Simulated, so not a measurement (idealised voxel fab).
process module | voxel double patterning
cross-section cut | 250 nm wide | cells 5 nm
A cross-section is a grid of square cells, given in bands from the top down. A band is one or more rows of cells.
Each band's line starts with the height of the band's top and of its bottom, in nm. Then come its materials from left to right, each with its width in nm. One material with "throughout" fills the band from edge to edge. "air" is empty space.
Height 0 is the level under which the wafer as received is all one material. The lowest band goes on downwards, as in "0 down".
A width such as "30 to 40" changes by the same amount from each row of cells to the next, from the band's top row to its bottom row.
"no change" after a step means that no cell of the cross-section changed.
closed voids: empty space of 8 cells or more with no open way to the top, each as width x height at its distance from the left edge, in nm
after a step's settings: what the simulator itself notes on the step
overlay nm, on a step with a mask: how far to the right of its planned place the mask lay; to the left if negative
Each pair below shows a cross-section before one step and the cross-section after it, down to the lowest band that changed. The line under each pair gives the step between them, with its settings. The pairs can come from different runs of this module on the same starting wafer, so a pair continues from the pair above only where its "before" says so.
before
  0 down: Si throughout
  closed voids: none
after
  10 to 0: SiN throughout
  below 0: unchanged
  closed voids: none
the step between: op CONFORMAL_DEP | material SiN | thk nm 10
before: the cross-section after the pair above
after
  30 to 10: SiO2 throughout
  below 10: unchanged
  closed voids: none
the step between: op DIRECTIONAL_DEP | material SiO2 | thk nm 20
before: the cross-section after the pair above
after
  40 to 30: SiCN throughout
  below 30: unchanged
  closed voids: none
the step between: op DIRECTIONAL_DEP | material SiCN | thk nm 10
before: the cross-section after the pair above
after
  40 to 30: SiCN 65 | air 15 | SiCN 35 | air 15 | SiCN 35 | air 15 | SiCN 70
  below 30: unchanged
  closed voids: none
the step between: op MASKED_ETCH | tone open | mask id FIRST | width nm 15 | pitch nm 50 | etch materials SiCN | depth nm 10 | overlay nm 0
before: the cross-section after the pair above
after
  50 to 40: aC 65 | air 15 | aC 35 | air 15 | aC 35 | air 15 | aC 70
  40 to 30: SiCN 65 | aC 15 | SiCN 35 | aC 15 | SiCN 35 | aC 15 | SiCN 70
  below 30: unchanged
  closed voids: none
the step between: op DIRECTIONAL_DEP | material aC | thk nm 10
before: the cross-section after the pair above
after
  80 to 50: resist 90 | air 15 | resist 35 | air 15 | resist 95
  50 to 40: aC 65 | resist 15 | aC 35 | resist 15 | aC 35 | resist 15 | aC 70
  below 40: unchanged
  closed voids: none
the step between: op PATTERN | tone open | mask id SECOND | material resist | width nm 15 | pitch nm 50 | thk nm 30 | overlay nm 0
before: the cross-section after the pair above
after
  70 to 50: resist 90 | air 15 | resist 35 | air 15 | resist 95
  50 to 40: aC 65 | resist 15 | aC 10 | air 15 | aC 10 | resist 15 | aC 10 | air 15 | aC 10 | resist 15 | aC 70
  below 40: unchanged
  closed voids: none
the step between: op DIRECTIONAL_ETCH | etch materials aC | depth nm 10
before: the cross-section after the pair above
after
  50 to 40: aC 65 | air 15 | aC 10 | air 15 | aC 10 | air 15 | aC 10 | air 15 | aC 10 | air 15 | aC 70
  below 40: unchanged
  closed voids: none
the step between: op STRIP | etch materials resist
before: the cross-section after the pair above
after
  50 to 40: aC 65 | air 15 | aC 10 | air 15 | aC 10 | air 15 | aC 10 | air 15 | aC 10 | air 15 | aC 70
  40 to 30: SiCN 65 | aC 15 | SiCN 10 | air 15 | SiCN 10 | aC 15 | SiCN 10 | air 15 | SiCN 10 | aC 15 | SiCN 70
  below 30: unchanged
  closed voids: none
the step between: op DIRECTIONAL_ETCH | etch materials SiCN | depth nm 10
before: the cross-section after the pair above
after
  40 to 30: SiCN 65 | air 15 | SiCN 10 | air 15 | SiCN 10 | air 15 | SiCN 10 | air 15 | SiCN 10 | air 15 | SiCN 70
  below 30: unchanged
  closed voids: none
the step between: op STRIP | etch materials aC
before: the cross-section after the pair above
after
  40 to 30: SiCN 65 | air 15 | SiCN 10 | air 15 | SiCN 10 | air 15 | SiCN 10 | air 15 | SiCN 10 | air 15 | SiCN 70
  30 to 10: SiO2 65 | air 15 | SiO2 10 | air 15 | SiO2 10 | air 15 | SiO2 10 | air 15 | SiO2 10 | air 15 | SiO2 70
  below 10: unchanged
  closed voids: none
the step between: op DIRECTIONAL_ETCH | etch materials SiO2 | depth nm 20
before: the cross-section after the pair above
after
  30 to 10: SiO2 65 | air 15 | SiO2 10 | air 15 | SiO2 10 | air 15 | SiO2 10 | air 15 | SiO2 10 | air 15 | SiO2 70
  below 10: unchanged
  closed voids: none
the step between: op STRIP | etch materials SiCN
before
  0 down: Si throughout
  closed voids: none
after
  20 to 0: SiO2 throughout
  below 0: unchanged
  closed voids: none
the step between: op DIRECTIONAL_DEP | material SiO2 | thk nm 20
before: the cross-section after the pair above
after
  30 to 20: SiCN throughout
  below 20: unchanged
  closed voids: none
the step between: op DIRECTIONAL_DEP | material SiCN | thk nm 10
before: the cross-section after the pair above
after
  30 to 20: SiCN 65 | air 15 | SiCN 35 | air 15 | SiCN 35 | air 15 | SiCN 70
  below 20: unchanged
  closed voids: none
the step between: op MASKED_ETCH | tone open | mask id FIRST | width nm 15 | pitch nm 50 | etch materials SiCN | depth nm 10 | overlay nm 0
before: the cross-section after the pair above
after
  40 to 30: aC 65 | air 15 | aC 35 | air 15 | aC 35 | air 15 | aC 70
  30 to 20: SiCN 65 | aC 15 | SiCN 35 | aC 15 | SiCN 35 | aC 15 | SiCN 70
  below 20: unchanged
  closed voids: none
the step between: op DIRECTIONAL_DEP | material aC | thk nm 10
before: the cross-section after the pair above
after
  70 to 40: resist 90 | air 15 | resist 35 | air 15 | resist 95
  40 to 30: aC 65 | resist 15 | aC 35 | resist 15 | aC 35 | resist 15 | aC 70
  below 30: unchanged
  closed voids: none
the step between: op PATTERN | tone open | mask id SECOND | material resist | width nm 15 | pitch nm 50 | thk nm 30 | overlay nm 0
before: the cross-section after the pair above
after
  60 to 40: resist 90 | air 15 | resist 35 | air 15 | resist 95
  40 to 30: aC 65 | resist 15 | aC 10 | air 15 | aC 10 | resist 15 | aC 10 | air 15 | aC 10 | resist 15 | aC 70
  below 30: unchanged
  closed voids: none
the step between: op DIRECTIONAL_ETCH | etch materials aC | depth nm 10
before: the cross-section after the pair above
after
  40 to 30: aC 65 | air 15 | aC 10 | air 15 | aC 10 | air 15 | aC 10 | air 15 | aC 10 | air 15 | aC 70
  below 30: unchanged
  closed voids: none
the step between: op STRIP | etch materials resist
before: the cross-section after the pair above
after
  40 to 30: aC 65 | air 15 | aC 10 | air 15 | aC 10 | air 15 | aC 10 | air 15 | aC 10 | air 15 | aC 70
  30 to 20: SiCN 65 | aC 15 | SiCN 10 | air 15 | SiCN 10 | aC 15 | SiCN 10 | air 15 | SiCN 10 | aC 15 | SiCN 70
  below 20: unchanged
  closed voids: none
the step between: op DIRECTIONAL_ETCH | etch materials SiCN | depth nm 10
before: the cross-section after the pair above
after
  30 to 20: SiCN 65 | air 15 | SiCN 10 | air 15 | SiCN 10 | air 15 | SiCN 10 | air 15 | SiCN 10 | air 15 | SiCN 70
  below 20: unchanged
  closed voids: none
the step between: op STRIP | etch materials aC
before: the cross-section after the pair above
after
  30 to 20: SiCN 65 | air 15 | SiCN 10 | air 15 | SiCN 10 | air 15 | SiCN 10 | air 15 | SiCN 10 | air 15 | SiCN 70
  20 to 0: SiO2 65 | air 15 | SiO2 10 | air 15 | SiO2 10 | air 15 | SiO2 10 | air 15 | SiO2 10 | air 15 | SiO2 70
  below 0: unchanged
  closed voids: none
the step between: op DIRECTIONAL_ETCH | etch materials SiO2 | depth nm 20
before: the cross-section after the pair above
after
  20 to 0: SiO2 65 | air 15 | SiO2 10 | air 15 | SiO2 10 | air 15 | SiO2 10 | air 15 | SiO2 10 | air 15 | SiO2 70
  below 0: unchanged
  closed voids: none
the step between: op STRIP | etch materials SiCN
before
  30 to 10: SiO2 throughout
  10 to 0: SiN throughout
  0 down: Si throughout
  closed voids: none
after
  50 to 10: SiO2 throughout
  below 10: unchanged
  closed voids: none
the step between: op DIRECTIONAL_DEP | material SiO2 | thk nm 20
before: the cross-section after the pair above
after
  60 to 50: SiCN throughout
  below 50: unchanged
  closed voids: none
the step between: op DIRECTIONAL_DEP | material SiCN | thk nm 10
before: the cross-section after the pair above
after
  60 to 50: SiCN 65 | air 15 | SiCN 35 | air 15 | SiCN 35 | air 15 | SiCN 70
  below 50: unchanged
  closed voids: none
the step between: op MASKED_ETCH | tone open | mask id FIRST | width nm 15 | pitch nm 50 | etch materials SiCN | depth nm 10 | overlay nm 0
before: the cross-section after the pair above
after
  70 to 60: aC 65 | air 15 | aC 35 | air 15 | aC 35 | air 15 | aC 70
  60 to 50: SiCN 65 | aC 15 | SiCN 35 | aC 15 | SiCN 35 | aC 15 | SiCN 70
  below 50: unchanged
  closed voids: none
the step between: op DIRECTIONAL_DEP | material aC | thk nm 10
before: the cross-section after the pair above
after
  100 to 70: resist 90 | air 15 | resist 35 | air 15 | resist 95
  70 to 60: aC 65 | resist 15 | aC 35 | resist 15 | aC 35 | resist 15 | aC 70
  below 60: unchanged
  closed voids: none
the step between: op PATTERN | tone open | mask id SECOND | material resist | width nm 15 | pitch nm 50 | thk nm 30 | overlay nm 0
before: the cross-section after the pair above
after
  90 to 70: resist 90 | air 15 | resist 35 | air 15 | resist 95
  70 to 60: aC 65 | resist 15 | aC 10 | air 15 | aC 10 | resist 15 | aC 10 | air 15 | aC 10 | resist 15 | aC 70
  below 60: unchanged
  closed voids: none
the step between: op DIRECTIONAL_ETCH | etch materials aC | depth nm 10
before: the cross-section after the pair above
after
  70 to 60: aC 65 | air 15 | aC 10 | air 15 | aC 10 | air 15 | aC 10 | air 15 | aC 10 | air 15 | aC 70
  below 60: unchanged
  closed voids: none
the step between: op STRIP | etch materials resist
before: the cross-section after the pair above
after
  70 to 60: aC 65 | air 15 | aC 10 | air 15 | aC 10 | air 15 | aC 10 | air 15 | aC 10 | air 15 | aC 70
  60 to 50: SiCN 65 | aC 15 | SiCN 10 | air 15 | SiCN 10 | aC 15 | SiCN 10 | air 15 | SiCN 10 | aC 15 | SiCN 70
  below 50: unchanged
  closed voids: none
the step between: op DIRECTIONAL_ETCH | etch materials SiCN | depth nm 10
before: the cross-section after the pair above
after
  60 to 50: SiCN 65 | air 15 | SiCN 10 | air 15 | SiCN 10 | air 15 | SiCN 10 | air 15 | SiCN 10 | air 15 | SiCN 70
  below 50: unchanged
  closed voids: none
the step between: op STRIP | etch materials aC
before: the cross-section after the pair above
after
  60 to 50: SiCN 65 | air 15 | SiCN 10 | air 15 | SiCN 10 | air 15 | SiCN 10 | air 15 | SiCN 10 | air 15 | SiCN 70
  50 to 30: SiO2 65 | air 15 | SiO2 10 | air 15 | SiO2 10 | air 15 | SiO2 10 | air 15 | SiO2 10 | air 15 | SiO2 70
  below 30: unchanged
  closed voids: none
the step between: op DIRECTIONAL_ETCH | etch materials SiO2 | depth nm 20
before: the cross-section after the pair above
after
  50 to 30: SiO2 65 | air 15 | SiO2 10 | air 15 | SiO2 10 | air 15 | SiO2 10 | air 15 | SiO2 10 | air 15 | SiO2 70
  below 30: unchanged
  closed voids: none
the step between: op STRIP | etch materials SiCN
before
  20 to 0: SiO2 throughout
  0 down: Si throughout
  closed voids: none
after
  30 to 20: SiN throughout
  below 20: unchanged
  closed voids: none
the step between: op CONFORMAL_DEP | material SiN | thk nm 10
before: the cross-section after the pair above
after
  40 to 30: SiCN throughout
  below 30: unchanged
  closed voids: none
the step between: op DIRECTIONAL_DEP | material SiCN | thk nm 10
before: the cross-section after the pair above
after
  40 to 30: SiCN 65 | air 15 | SiCN 35 | air 15 | SiCN 35 | air 15 | SiCN 70
  below 30: unchanged
  closed voids: none
the step between: op MASKED_ETCH | tone open | mask id FIRST | width nm 15 | pitch nm 50 | etch materials SiCN | depth nm 10 | overlay nm 0
before: the cross-section after the pair above
after
  50 to 40: aC 65 | air 15 | aC 35 | air 15 | aC 35 | air 15 | aC 70
  40 to 30: SiCN 65 | aC 15 | SiCN 35 | aC 15 | SiCN 35 | aC 15 | SiCN 70
  below 30: unchanged
  closed voids: none
the step between: op DIRECTIONAL_DEP | material aC | thk nm 10
before: the cross-section after the pair above
after
  80 to 50: resist 90 | air 15 | resist 35 | air 15 | resist 95
  50 to 40: aC 65 | resist 15 | aC 35 | resist 15 | aC 35 | resist 15 | aC 70
  below 40: unchanged
  closed voids: none
the step between: op PATTERN | tone open | mask id SECOND | material resist | width nm 15 | pitch nm 50 | thk nm 30 | overlay nm 0
before: the cross-section after the pair above
after
  70 to 50: resist 90 | air 15 | resist 35 | air 15 | resist 95
  50 to 40: aC 65 | resist 15 | aC 10 | air 15 | aC 10 | resist 15 | aC 10 | air 15 | aC 10 | resist 15 | aC 70
  below 40: unchanged
  closed voids: none
the step between: op DIRECTIONAL_ETCH | etch materials aC | depth nm 10
before: the cross-section after the pair above
after
  50 to 40: aC 65 | air 15 | aC 10 | air 15 | aC 10 | air 15 | aC 10 | air 15 | aC 10 | air 15 | aC 70
  below 40: unchanged
  closed voids: none
the step between: op STRIP | etch materials resist
before: the cross-section after the pair above
after
  50 to 40: aC 65 | air 15 | aC 10 | air 15 | aC 10 | air 15 | aC 10 | air 15 | aC 10 | air 15 | aC 70
  40 to 30: SiCN 65 | aC 15 | SiCN 10 | air 15 | SiCN 10 | aC 15 | SiCN 10 | air 15 | SiCN 10 | aC 15 | SiCN 70
  below 30: unchanged
  closed voids: none
the step between: op DIRECTIONAL_ETCH | etch materials SiCN | depth nm 10
before: the cross-section after the pair above
after
  40 to 30: SiCN 65 | air 15 | SiCN 10 | air 15 | SiCN 10 | air 15 | SiCN 10 | air 15 | SiCN 10 | air 15 | SiCN 70
  below 30: unchanged
  closed voids: none
the step between: op STRIP | etch materials aC
before: the cross-section after the pair above
after
  30 to 20: SiN throughout
  below 20: unchanged
  closed voids: none
the step between: op STRIP | etch materials SiCN
before
  10 to 0: SiN throughout
  0 down: Si throughout
  closed voids: none
after
  25 to 10: SiO2 throughout
  below 10: unchanged
  closed voids: none
the step between: op DIRECTIONAL_DEP | material SiO2 | thk nm 15
before: the cross-section after the pair above
after
  35 to 25: SiCN throughout
  below 25: unchanged
  closed voids: none
the step between: op DIRECTIONAL_DEP | material SiCN | thk nm 10
before: the cross-section after the pair above
after
  35 to 25: SiCN 65 | air 15 | SiCN 35 | air 15 | SiCN 35 | air 15 | SiCN 70
  below 25: unchanged
  closed voids: none
the step between: op MASKED_ETCH | tone open | mask id FIRST | width nm 15 | pitch nm 50 | etch materials SiCN | depth nm 10 | overlay nm 0
before: the cross-section after the pair above
after
  45 to 35: aC 65 | air 15 | aC 35 | air 15 | aC 35 | air 15 | aC 70
  35 to 25: SiCN 65 | aC 15 | SiCN 35 | aC 15 | SiCN 35 | aC 15 | SiCN 70
  below 25: unchanged
  closed voids: none
the step between: op DIRECTIONAL_DEP | material aC | thk nm 10
before: the cross-section after the pair above
after
  75 to 45: resist 90 | air 15 | resist 35 | air 15 | resist 95
  45 to 35: aC 65 | resist 15 | aC 35 | resist 15 | aC 35 | resist 15 | aC 70
  below 35: unchanged
  closed voids: none
the step between: op PATTERN | tone open | mask id SECOND | material resist | width nm 15 | pitch nm 50 | thk nm 30 | overlay nm 0
before: the cross-section after the pair above
after
  65 to 45: resist 90 | air 15 | resist 35 | air 15 | resist 95
  45 to 35: aC 65 | resist 15 | aC 10 | air 15 | aC 10 | resist 15 | aC 10 | air 15 | aC 10 | resist 15 | aC 70
  below 35: unchanged
  closed voids: none
the step between: op DIRECTIONAL_ETCH | etch materials aC | depth nm 10
before: the cross-section after the pair above
after
  45 to 35: aC 65 | air 15 | aC 10 | air 15 | aC 10 | air 15 | aC 10 | air 15 | aC 10 | air 15 | aC 70
  below 35: unchanged
  closed voids: none
the step between: op STRIP | etch materials resist
before: the cross-section after the pair above
after
  45 to 35: aC 65 | air 15 | aC 10 | air 15 | aC 10 | air 15 | aC 10 | air 15 | aC 10 | air 15 | aC 70
  35 to 25: SiCN 65 | aC 15 | SiCN 10 | air 15 | SiCN 10 | aC 15 | SiCN 10 | air 15 | SiCN 10 | aC 15 | SiCN 70
  below 25: unchanged
  closed voids: none
the step between: op DIRECTIONAL_ETCH | etch materials SiCN | depth nm 10
before: the cross-section after the pair above
after
  35 to 25: SiCN 65 | air 15 | SiCN 10 | air 15 | SiCN 10 | air 15 | SiCN 10 | air 15 | SiCN 10 | air 15 | SiCN 70
  below 25: unchanged
  closed voids: none
the step between: op STRIP | etch materials aC
before: the cross-section after the pair above
after
  35 to 25: SiCN 65 | air 15 | SiCN 10 | air 15 | SiCN 10 | air 15 | SiCN 10 | air 15 | SiCN 10 | air 15 | SiCN 70
  25 to 10: SiO2 65 | air 15 | SiO2 10 | air 15 | SiO2 10 | air 15 | SiO2 10 | air 15 | SiO2 10 | air 15 | SiO2 70
  below 10: unchanged
  closed voids: none
the step between: op DIRECTIONAL_ETCH | etch materials SiO2 | depth nm 20
before: the cross-section after the pair above
after
  25 to 10: SiO2 65 | air 15 | SiO2 10 | air 15 | SiO2 10 | air 15 | SiO2 10 | air 15 | SiO2 10 | air 15 | SiO2 70
  below 10: unchanged
  closed voids: none
the step between: op STRIP | etch materials SiCN
before
  40 to 30: SiCN throughout
  30 to 10: SiO2 throughout
  10 to 0: SiN throughout
  0 down: Si throughout
  closed voids: none
after
  40 to 30: SiCN 65 | air 20 | SiCN 30 | air 20 | SiCN 30 | air 20 | SiCN 65
  below 30: unchanged
  closed voids: none
the step between: op MASKED_ETCH | tone open | mask id FIRST | width nm 20 | pitch nm 50 | etch materials SiCN | depth nm 10 | overlay nm 0
before: the cross-section after the pair above
after
  50 to 40: aC 65 | air 20 | aC 30 | air 20 | aC 30 | air 20 | aC 65
  40 to 30: SiCN 65 | aC 20 | SiCN 30 | aC 20 | SiCN 30 | aC 20 | SiCN 65
  below 30: unchanged
  closed voids: none
the step between: op DIRECTIONAL_DEP | material aC | thk nm 10
before: the cross-section after the pair above
after
  80 to 50: resist 90 | air 15 | resist 35 | air 15 | resist 95
  50 to 40: aC 65 | resist 20 | aC 30 | resist 20 | aC 30 | resist 20 | aC 65
  below 40: unchanged
  closed voids: none
the step between: op PATTERN | tone open | mask id SECOND | material resist | width nm 15 | pitch nm 50 | thk nm 30 | overlay nm 0
before: the cross-section after the pair above
after
  70 to 50: resist 90 | air 15 | resist 35 | air 15 | resist 95
  50 to 40: aC 65 | resist 20 | aC 5 | air 15 | aC 10 | resist 20 | aC 5 | air 15 | aC 10 | resist 20 | aC 65
  below 40: unchanged
  closed voids: none
the step between: op DIRECTIONAL_ETCH | etch materials aC | depth nm 10
before: the cross-section after the pair above
after
  50 to 40: aC 65 | air 20 | aC 5 | air 15 | aC 10 | air 20 | aC 5 | air 15 | aC 10 | air 20 | aC 65
  below 40: unchanged
  closed voids: none
the step between: op STRIP | etch materials resist
before: the cross-section after the pair above
after
  50 to 40: aC 65 | air 20 | aC 5 | air 15 | aC 10 | air 20 | aC 5 | air 15 | aC 10 | air 20 | aC 65
  40 to 30: SiCN 65 | aC 20 | SiCN 5 | air 15 | SiCN 10 | aC 20 | SiCN 5 | air 15 | SiCN 10 | aC 20 | SiCN 65
  below 30: unchanged
  closed voids: none
the step between: op DIRECTIONAL_ETCH | etch materials SiCN | depth nm 10
before: the cross-section after the pair above
after
  40 to 30: SiCN 65 | air 20 | SiCN 5 | air 15 | SiCN 10 | air 20 | SiCN 5 | air 15 | SiCN 10 | air 20 | SiCN 65
  below 30: unchanged
  closed voids: none
the step between: op STRIP | etch materials aC
before: the cross-section after the pair above
after
  40 to 30: SiCN 65 | air 20 | SiCN 5 | air 15 | SiCN 10 | air 20 | SiCN 5 | air 15 | SiCN 10 | air 20 | SiCN 65
  30 to 10: SiO2 65 | air 20 | SiO2 5 | air 15 | SiO2 10 | air 20 | SiO2 5 | air 15 | SiO2 10 | air 20 | SiO2 65
  below 10: unchanged
  closed voids: none
the step between: op DIRECTIONAL_ETCH | etch materials SiO2 | depth nm 20
before: the cross-section after the pair above
after
  30 to 10: SiO2 65 | air 20 | SiO2 5 | air 15 | SiO2 10 | air 20 | SiO2 5 | air 15 | SiO2 10 | air 20 | SiO2 65
  below 10: unchanged
  closed voids: none
the step between: op STRIP | etch materials SiCN
before
  40 to 30: SiCN throughout
  30 to 10: SiO2 throughout
  10 to 0: SiN throughout
  0 down: Si throughout
  closed voids: none
after
  40 to 30: SiCN 55 | air 15 | SiCN 35 | air 15 | SiCN 35 | air 15 | SiCN 80
  below 30: unchanged
  closed voids: none
the step between: op MASKED_ETCH | tone open | mask id FIRST | width nm 15 | pitch nm 50 | etch materials SiCN | depth nm 10 | overlay nm -10
before: the cross-section after the pair above
after
  50 to 40: aC 55 | air 15 | aC 35 | air 15 | aC 35 | air 15 | aC 80
  40 to 30: SiCN 55 | aC 15 | SiCN 35 | aC 15 | SiCN 35 | aC 15 | SiCN 80
  below 30: unchanged
  closed voids: none
the step between: op DIRECTIONAL_DEP | material aC | thk nm 10
before: the cross-section after the pair above
after
  80 to 50: resist 90 | air 15 | resist 35 | air 15 | resist 95
  50 to 40: aC 55 | resist 15 | aC 35 | resist 15 | aC 35 | resist 15 | aC 80
  below 40: unchanged
  closed voids: none
the step between: op PATTERN | tone open | mask id SECOND | material resist | width nm 15 | pitch nm 50 | thk nm 30 | overlay nm 0
before: the cross-section after the pair above
after
  70 to 50: resist 90 | air 15 | resist 35 | air 15 | resist 95
  50 to 40: aC 55 | resist 15 | aC 20 | air 15 | resist 15 | aC 20 | air 15 | resist 15 | aC 80
  below 40: unchanged
  closed voids: none
the step between: op DIRECTIONAL_ETCH | etch materials aC | depth nm 10
before: the cross-section after the pair above
after
  50 to 40: aC 55 | air 15 | aC 20 | air 30 | aC 20 | air 30 | aC 80
  below 40: unchanged
  closed voids: none
the step between: op STRIP | etch materials resist
before: the cross-section after the pair above
after
  50 to 40: aC 55 | air 15 | aC 20 | air 30 | aC 20 | air 30 | aC 80
  40 to 30: SiCN 55 | aC 15 | SiCN 20 | air 15 | aC 15 | SiCN 20 | air 15 | aC 15 | SiCN 80
  below 30: unchanged
  closed voids: none
the step between: op DIRECTIONAL_ETCH | etch materials SiCN | depth nm 10
before: the cross-section after the pair above
after
  40 to 30: SiCN 55 | air 15 | SiCN 20 | air 30 | SiCN 20 | air 30 | SiCN 80
  below 30: unchanged
  closed voids: none
the step between: op STRIP | etch materials aC
before: the cross-section after the pair above
after
  40 to 30: SiCN 55 | air 15 | SiCN 20 | air 30 | SiCN 20 | air 30 | SiCN 80
  30 to 10: SiO2 55 | air 15 | SiO2 20 | air 30 | SiO2 20 | air 30 | SiO2 80
  below 10: unchanged
  closed voids: none
the step between: op DIRECTIONAL_ETCH | etch materials SiO2 | depth nm 20
before: the cross-section after the pair above
after
  30 to 10: SiO2 55 | air 15 | SiO2 20 | air 30 | SiO2 20 | air 30 | SiO2 80
  below 10: unchanged
  closed voids: none
the step between: op STRIP | etch materials SiCN
before
  70 to 50: resist 90 | air 15 | resist 35 | air 15 | resist 95
  50 to 40: aC 65 | resist 15 | aC 10 | air 15 | aC 10 | resist 15 | aC 10 | air 15 | aC 10 | resist 15 | aC 70
  40 to 30: SiCN 65 | aC 15 | SiCN 35 | aC 15 | SiCN 35 | aC 15 | SiCN 70
  30 to 10: SiO2 throughout
  10 to 0: SiN throughout
  0 down: Si throughout
  closed voids: none
after
  70 to 50: resist 90 | air 15 | resist 35 | air 15 | resist 95
  50 to 40: aC 65 | resist 15 | aC 10 | air 15 | aC 10 | resist 15 | aC 10 | air 15 | aC 10 | resist 15 | aC 70
  40 to 30: SiCN 65 | aC 15 | air 35 | aC 15 | air 35 | aC 15 | SiCN 70
  below 30: unchanged
  closed voids: none
the step between: op STRIP | etch materials SiCN
before: the cross-section after the pair above
after
  40 to 30: SiCN 65 | air 115 | SiCN 70
  below 30: unchanged
  closed voids: none
the step between: op STRIP | etch materials aC
before: the cross-section after the pair above
after
  40 to 30: SiCN 65 | air 115 | SiCN 70
  30 to 10: SiO2 65 | air 115 | SiO2 70
  below 10: unchanged
  closed voids: none
the step between: op DIRECTIONAL_ETCH | etch materials SiO2 | depth nm 20
before: the cross-section after the pair above
after
  30 to 10: SiO2 65 | air 115 | SiO2 70
  below 10: unchanged
  closed voids: none
the step between: op STRIP | etch materials SiCN
before
  40 to 30: SiCN throughout
  30 to 10: SiO2 throughout
  10 to 0: SiN throughout
  0 down: Si throughout
  closed voids: none
after
  40 to 30: air 65 | SiCN 15 | air 35 | SiCN 15 | air 35 | SiCN 15 | air 70
  below 30: unchanged
  closed voids: none
the step between: op MASKED_ETCH | tone cover | mask id FIRST | width nm 15 | pitch nm 50 | etch materials SiCN | depth nm 10 | overlay nm 0
before: the cross-section after the pair above
after
  50 to 40: air 65 | aC 15 | air 35 | aC 15 | air 35 | aC 15 | air 70
  40 to 30: aC 65 | SiCN 15 | aC 35 | SiCN 15 | aC 35 | SiCN 15 | aC 70
  below 30: unchanged
  closed voids: none
the step between: op DIRECTIONAL_DEP | material aC | thk nm 10
before: the cross-section after the pair above
after
  80 to 50: resist 90 | air 15 | resist 35 | air 15 | resist 95
  50 to 40: resist 65 | aC 15 | resist 10 | air 15 | resist 10 | aC 15 | resist 10 | air 15 | resist 10 | aC 15 | resist 70
  below 40: unchanged
  closed voids: none
the step between: op PATTERN | tone open | mask id SECOND | material resist | width nm 15 | pitch nm 50 | thk nm 30 | overlay nm 0
before: the cross-section after the pair above
after
  70 to 50: resist 90 | air 15 | resist 35 | air 15 | resist 95
  50 to 40: resist 65 | aC 15 | resist 10 | air 15 | resist 10 | aC 15 | resist 10 | air 15 | resist 10 | aC 15 | resist 70
  40 to 30: aC 65 | SiCN 15 | aC 10 | air 15 | aC 10 | SiCN 15 | aC 10 | air 15 | aC 10 | SiCN 15 | aC 70
  below 30: unchanged
  closed voids: none
the step between: op DIRECTIONAL_ETCH | etch materials aC | depth nm 10
before: the cross-section after the pair above
after
  50 to 40: air 65 | aC 15 | air 35 | aC 15 | air 35 | aC 15 | air 70
  below 40: unchanged
  closed voids: none
the step between: op STRIP | etch materials resist
before: the cross-section after the pair above
after
  40 to 30: air 65 | SiCN 15 | air 35 | SiCN 15 | air 35 | SiCN 15 | air 70
  below 30: unchanged
  closed voids: none
the step between: op STRIP | etch materials aC
before: the cross-section after the pair above
after
  40 to 30: air 65 | SiCN 15 | air 35 | SiCN 15 | air 35 | SiCN 15 | air 70
  30 to 10: air 65 | SiO2 15 | air 35 | SiO2 15 | air 35 | SiO2 15 | air 70
  below 10: unchanged
  closed voids: none
the step between: op DIRECTIONAL_ETCH | etch materials SiO2 | depth nm 20
before: the cross-section after the pair above
after
  30 to 10: air 65 | SiO2 15 | air 35 | SiO2 15 | air 35 | SiO2 15 | air 70
  below 10: unchanged
  closed voids: none
the step between: op STRIP | etch materials SiCN
